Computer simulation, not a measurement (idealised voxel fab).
You're looking at the process module voxel gate over fins.
Cross-sectional view cut (width: 250 nm; square cell size: 5 nm).
Cross-section, as written here: a square-cell grid given band by band from the top down, where a band holds one or more rows of cells. Each band's line starts with the height of the band's top and of its bottom, in nm. Then come its materials from left to right, each with its width in nm. One material with "everywhere" fills the band from edge to edge. "empty" is empty space. Convention: height 0 is the level below which the wafer, as received, is all one material. The lowest band does not terminate at the bottom but continues downward, represented as "0..down". Per-row width for "30 to 40": begins at first number (top row of band), ends at second number (bottom row), increment between rows held constant. "nothing different", as given for a step, is the statement that not any cell of the cross-section underwent a change during that step. The list in "Entrapped void list" covers empty spaces of 8 cells or more that cannot reach the top through any open way, and it gives each as width x height at distance; the distance is from the left edge, and width, height and distance are in nm. Text after the settings on a step's line: the simulator's own remark on that step. "overlay nm" denotes, for a step that has a mask, the displacement of the mask to the right of its planned place, with negative values corresponding to the left.

## The steps planned for the process are as follows
1. RECEIVE | material Si
2. CONFORMAL_DEP | material SiN | thk nm 10
3. PATTERN | tone cover | mask id FINS | material resist | width nm 15 | pitch nm 50 | thk nm 20 | overlay nm 0
4. DIRECTIONAL_ETCH | etch materials SiN | depth nm 10
5. DIRECTIONAL_ETCH | etch materials Si | depth nm 30
6. STRIP | etch materials resist
7. FILL_DEP | material SiO2 | thk nm 5
8. CMP | height nm 10
9. MASKED_ETCH | tone open | mask id RAIL | width nm 15 | etch materials SiO2 | depth nm 35 | overlay nm 0
10. CONFORMAL_DEP | material TiN | thk nm 5
11. FILL_DEP | material W | thk nm 10
12. CMP | height nm 10
13. SELECTIVE_ETCH | etch materials W Ru TiN | depth nm 30
14. FILL_DEP | material SiO2 | thk nm 5
15. CMP | height nm 10
16. SELECTIVE_ETCH | etch materials SiO2 | depth nm 25
17. STRIP | etch materials SiN
18. CONFORMAL_DEP | material HfO2 | thk nm 5
19. CONFORMAL_DEP | material TiN | thk nm 5
20. CONFORMAL_DEP | material TiAl | thk nm 5
21. CONFORMAL_DEP | material TiN | thk nm 5
22. FILL_DEP | material W | thk nm 15
23. CMP | height nm 30
24. CONFORMAL_DEP | material SiCN | thk nm 5

## This is the cross-section of the wafer as we received it, i.e. after step 1
> 0..down: Si everywhere
> Entrapped void list: none

## Run as planned - first of the two wafers cross-sectioned at the end of the module
> 35..30: SiCN everywhere
> 30..20: W everywhere
> 20..15: W (45); TiN (155); W (50)
> 15..10: W (45); TiN (5); TiAl (45); TiN (5); TiAl (45); TiN (5); TiAl (45); TiN (5); W (50)
> 10..5: W (45); TiN (5); TiAl (5); TiN (35); TiAl (5); TiN (5); TiAl (5); TiN (35); TiAl (5); TiN (5); TiAl (5); TiN (35); TiAl (5); TiN (5); W (50)
> 5..0: TiN (50); TiAl (5); TiN (5); HfO2 (25); TiN (5); TiAl (5); TiN (5); TiAl (5); TiN (5); HfO2 (25); TiN (5); TiAl (5); TiN (5); TiAl (5); TiN (5); HfO2 (25); TiN (5); TiAl (5); TiN (55)
> 0..-5: TiAl (55); TiN (5); HfO2 (5); Si (15); HfO2 (5); TiN (5); TiAl (15); TiN (5); HfO2 (5); Si (15); HfO2 (5); TiN (5); TiAl (15); TiN (5); HfO2 (5); Si (15); HfO2 (5); TiN (5); TiAl (60)
> -5..-10: TiN (60); HfO2 (5); Si (15); HfO2 (5); TiN (25); HfO2 (5); Si (15); HfO2 (5); TiN (25); HfO2 (5); Si (15); HfO2 (5); TiN (65)
> -10..-15: HfO2 (65); Si (15); HfO2 (35); Si (15); HfO2 (35); Si (15); HfO2 (70)
> -15..-20: SiO2 (65); Si (15); SiO2 (35); Si (15); SiO2 (35); Si (15); SiO2 (70)
> -20..-25: SiO2 (65); Si (15); SiO2 (10); TiN (15); SiO2 (10); Si (15); SiO2 (35); Si (15); SiO2 (70)
> -25..-30: SiO2 (65); Si (15); SiO2 (35); Si (15); SiO2 (35); Si (15); SiO2 (70)
> -30..down: Si everywhere
> Entrapped void list: none

## Cross-section of the latter of the two wafers at module completion. It had an identical start and an identical plan to the former; in running it, one mistake was made
> 35..30: SiCN everywhere
> 30..20: W everywhere
> 20..15: W (45); TiN (155); W (50)
> 15..10: W (45); TiN (5); TiAl (45); TiN (5); TiAl (45); TiN (5); TiAl (45); TiN (5); W (50)
> 10..5: W (45); TiN (5); TiAl (5); TiN (35); TiAl (5); TiN (5); TiAl (5); TiN (35); TiAl (5); TiN (5); TiAl (5); TiN (35); TiAl (5); TiN (5); W (50)
> 5..0: TiN (50); TiAl (5); TiN (5); HfO2 (25); TiN (5); TiAl (5); TiN (5); TiAl (5); TiN (5); HfO2 (25); TiN (5); TiAl (5); TiN (5); TiAl (5); TiN (5); HfO2 (25); TiN (5); TiAl (5); TiN (55)
> 0..-5: TiAl (55); TiN (5); HfO2 (5); Si (15); HfO2 (5); TiN (5); TiAl (15); TiN (5); HfO2 (5); Si (15); HfO2 (5); TiN (5); TiAl (15); TiN (5); HfO2 (5); Si (15); HfO2 (5); TiN (5); TiAl (60)
> -5..-10: TiN (60); HfO2 (5); Si (15); HfO2 (5); TiN (25); HfO2 (5); Si (15); HfO2 (5); TiN (25); HfO2 (5); Si (15); HfO2 (5); TiN (65)
> -10..-15: HfO2 (65); Si (15); HfO2 (35); Si (15); HfO2 (35); Si (15); HfO2 (70)
> -15..-20: SiO2 (65); Si (15); SiO2 (35); Si (15); SiO2 (35); Si (15); SiO2 (70)
> -20..-25: TiN (65); Si (15); TiN (10); SiO2 (15); TiN (10); Si (15); TiN (35); Si (15); TiN (70)
> -25..-30: SiO2 (65); Si (15); SiO2 (35); Si (15); SiO2 (35); Si (15); SiO2 (70)
> -30..down: Si everywhere
> Entrapped void list: none
So what did we get wrong on this run? not per plan at step 9, really ran MASKED_ETCH | tone cover | mask id RAIL | width nm 15 | etch materials SiO2 | depth nm 35 | overlay nm 0
at the end the second wafer has, in cells: 35 fewer of SiO2; 35 more of TiN
